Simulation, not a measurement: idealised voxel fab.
voxel ribs on slabs: a process module
It is cross-section cut that appears here, measuring 275 nm in width, its square cells being 5 nm in size.
In what follows, cross-sections appear as grids of square cells, described through bands that run from the top down, where every band is one or more rows of cells.
In this notation a band is specified by the heights of its top and bottom, in that order and in nm, after which its materials appear from left to right, each paired with its width in nm. The word "edge to edge" attached to a single material means that material fills the band from edge to edge; the word "blank" stands for empty space.
Ref level 0: as-received wafer is one material below here. Bottom band extends down with no lower bound ("0 down").
A two-number width, for instance "30 to 40", indicates that the width is equal to the first number in the top row of the band and to the second number in the bottom row, and that it changes by a constant amount per row of cells.
"identical to before", as given for a step, is the statement that not any cell of the cross-section underwent a change during that step.
Closed-off voids of 8+ cells (no open route to the top) go in "Internal closed voids", written width x height at distance from the left edge, in nm.
after a step's settings: what the simulator itself notes on the step
"overlay nm", when on a step's line for a step with a mask, measures how far to the right of its planned place the mask lay; a negative measure means to the left.
**The process steps that were planned are listed below**
| 1 | RECEIVE [material Si] |
| 2 | DIRECTIONAL_DEP [material SiO2] [thk nm 30] |
| 3 | DIRECTIONAL_DEP [material SiN] [thk nm 25] |
| 4 | PATTERN [tone cover] [mask id RIB] [material resist] [width nm 30] [thk nm 20] [overlay nm 0] |
| 5 | DIRECTIONAL_ETCH [etch materials SiN] [depth nm 10] |
| 6 | STRIP [etch materials resist] |
| 7 | DIRECTIONAL_DEP [material aC] [thk nm 10] |
| 8 | PATTERN [tone cover] [mask id SLAB] [material resist] [width nm 60] [thk nm 30] [overlay nm 0] |
| 9 | DIRECTIONAL_ETCH [etch materials aC] [depth nm 10] |
| 10 | STRIP [etch materials resist] |
| 11 | DIRECTIONAL_ETCH [etch materials SiN] [depth nm 15] |
| 12 | STRIP [etch materials aC] |
| 13 | FILL_DEP [material SiO2] [thk nm 20] |
| 14 | CMP [height nm 70] |
| 15 | DIRECTIONAL_DEP [material TiN] [thk nm 10] |
| 16 | DIRECTIONAL_DEP [material aC] [thk nm 15] |
| 17 | PATTERN [tone cover] [mask id HEATER] [material resist] [width nm 40] [thk nm 35] [overlay nm 0] |
| 18 | DIRECTIONAL_ETCH [etch materials aC] [depth nm 15] |
| 19 | STRIP [etch materials resist] |
| 20 | DIRECTIONAL_ETCH [etch materials TiN] [depth nm 10] |
| 21 | STRIP [etch materials aC] |
| 22 | CONFORMAL_DEP [material SiO2] [thk nm 5] |
**The cross-section here shows the wafer as received, i.e. in its state after step 1**
> 0 down = Si edge to edge
> Internal closed voids: none
**a wafer at the end: this start, this plan, one mistake**
> 80 to 70 = blank 115 / TiN 40 / blank 120
> 70 to 55 = SiO2 edge to edge
> 55 to 45 = SiO2 120 / SiN 30 / SiO2 125
> 45 to 30 = SiO2 105 / SiN 60 / SiO2 110
> 30 to 0 = SiO2 edge to edge
> 0 down = Si edge to edge
> Internal closed voids: none
what went wrong: the run left out plan step 22 entirely, so it was never executed
